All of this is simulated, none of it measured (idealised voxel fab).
This is a process module. Its name is voxel capacitor over wiring.
This is section cut - it's 160 nm across, gridded in 5 nm square cells.
In this document a cross-section is written as a grid of square cells. It is given as a series of bands, listed from the top down, and a band is one or more rows of cells. Basically the band line says how high the top is and how high the bottom is, in nm, and then what's in it from left to right, every material with its width in nm. Empty space shows up as "blank", and if a single material carries "throughout" it runs the full band edge to edge. Heights are expressed relative to 0, this being the level below which the as-received wafer comprises one material exclusively. The lowest band is unbounded in the downward direction and is denoted as in "0 -> down". Quick explanation for "30..40": the width changes in equal steps down the rows of cells, from the first number in the band's top row to the second number in its bottom row. For the purposes of this document, the phrase "nothing changed" attached to a step denotes that no cell within the cross-section was modified by that step. So "Internal closed voids" is basically the list of trapped voids: any empty space of 8 cells or more that can't reach the top through an opening. They're written width x height at distance, the distance being from the left edge, and it's all nm. Text after the settings on a step's line: the simulator's own remark on that step. What "overlay nm" on a step's line means: if the step has a mask, that mask lay this far to the right of its planned place, or, when the value is negative, to the left.
## Here's what the planned process steps look like
1 op RECEIVE | material Si
2 op CONFORMAL_DEP | material SiO2 | thk nm 10
3 op DIRECTIONAL_DEP | material TiN | thk nm 5
4 op DIRECTIONAL_DEP | material Ru | thk nm 20
5 op PATTERN | tone cover | mask id METAL_1 | material resist | width nm 25 | pitch nm 75 | thk nm 15 | overlay nm 0
6 op DIRECTIONAL_ETCH | etch materials Ru | depth nm 20
7 op DIRECTIONAL_ETCH | etch materials TiN | depth nm 5
8 op STRIP | etch materials resist
9 op CONFORMAL_DEP | material SiCN | thk nm 5
10 op FILL_DEP | material lowk | thk nm 10
11 op CMP | height nm 35
12 op CONFORMAL_DEP | material SiCN | thk nm 5
13 op DIRECTIONAL_DEP | material lowk | thk nm 10
14 op PATTERN | tone open | mask id PLUG_1 | material resist | width nm 15 | thk nm 15 | overlay nm 0
15 op DIRECTIONAL_ETCH | etch materials lowk | depth nm 10
16 op DIRECTIONAL_ETCH | etch materials SiCN | depth nm 5
17 op STRIP | etch materials resist
18 op CONFORMAL_DEP | material TiN | thk nm 5
19 op FILL_DEP | material Cu | thk nm 5
20 op CMP | height nm 50
21 op DIRECTIONAL_DEP | material TiN | thk nm 5
22 op DIRECTIONAL_DEP | material Al2O3 | thk nm 5
23 op DIRECTIONAL_DEP | material TiN | thk nm 10
24 op MASKED_ETCH | tone cover | mask id UPPER_PLATE | width nm 55 | etch materials TiN | depth nm 10 | overlay nm 0
25 op MASKED_ETCH | tone cover | mask id UPPER_PLATE | width nm 55 | etch materials Al2O3 | depth nm 5 | overlay nm 0
26 op MASKED_ETCH | tone cover | mask id LOWER_PLATE | width nm 65 | etch materials TiN | depth nm 5 | overlay nm 0
27 op FILL_DEP | material SiO2 | thk nm 15
28 op CMP | height nm 80
29 op DIRECTIONAL_DEP | material aC | thk nm 15
30 op PATTERN | tone open | mask id PLUG_2 | material resist | width nm 15 | thk nm 35 | overlay nm 0
31 op DIRECTIONAL_ETCH | etch materials aC | depth nm 15
32 op STRIP | etch materials resist
33 op DIRECTIONAL_ETCH | etch materials SiO2 | depth nm 10
34 op STRIP | etch materials aC
35 op CONFORMAL_DEP | material TiN | thk nm 5
36 op FILL_DEP | material Cu | thk nm 10
37 op CMP | height nm 80
38 op CONFORMAL_DEP | material SiCN | thk nm 5
## as received, after step 1
	0 -> down | Si throughout
	Internal closed voids: none
## As-planned run: cross-section of the first of two wafers at end of module
	85 -> 80 | SiCN throughout
	80 -> 75 | SiO2=50, TiN=5, Cu=5, TiN=5, SiO2=95
	75 -> 70 | SiO2=50, TiN=15, SiO2=95
	70 -> 60 | SiO2=40, TiN=55, SiO2=65
	60 -> 55 | SiO2=40, Al2O3=55, SiO2=65
	55 -> 50 | SiO2=35, TiN=65, SiO2=60
	50 -> 40 | lowk=40, TiN=5, Cu=5, TiN=5, lowk=105
	40 -> 35 | SiCN=40, TiN=15, SiCN=105
	35 -> 15 | lowk=25, SiCN=5, Ru=25, SiCN=5, lowk=40, SiCN=5, Ru=25, SiCN=5, lowk=25
	15 -> 10 | SiCN=30, TiN=25, SiCN=50, TiN=25, SiCN=30
	10 -> 0 | SiO2 throughout
	0 -> down | Si throughout
	Internal closed voids: none
## Second wafer of the two, sectioned at the end of the module. It began like the first and followed the same plan, but one mistake was made while running it
	85 -> 80 | SiCN throughout
	80 -> 70 | SiO2=40, TiN=55, SiO2=65
	70 -> 65 | SiO2=40, Al2O3=55, SiO2=65
	65 -> 60 | SiO2=35, TiN=65, SiO2=60
	60 -> 50 | TiN throughout
	50 -> 40 | lowk=40, TiN=5, Cu=5, TiN=5, lowk=105
	40 -> 35 | SiCN=40, TiN=15, SiCN=105
	35 -> 15 | lowk=25, SiCN=5, Ru=25, SiCN=5, lowk=40, SiCN=5, Ru=25, SiCN=5, lowk=25
	15 -> 10 | SiCN=30, TiN=25, SiCN=50, TiN=25, SiCN=30
	10 -> 0 | SiO2 throughout
	0 -> down | Si throughout
	Internal closed voids: none
Which mistake was made when the wafer was run? step 21 ran differently from the plan; actual operation with settings: op DIRECTIONAL_DEP | material TiN | thk nm 15
At the finish, the second wafer shows more or fewer cells for some materials than the first does: -1 Cu, -58 SiO2, +59 TiN
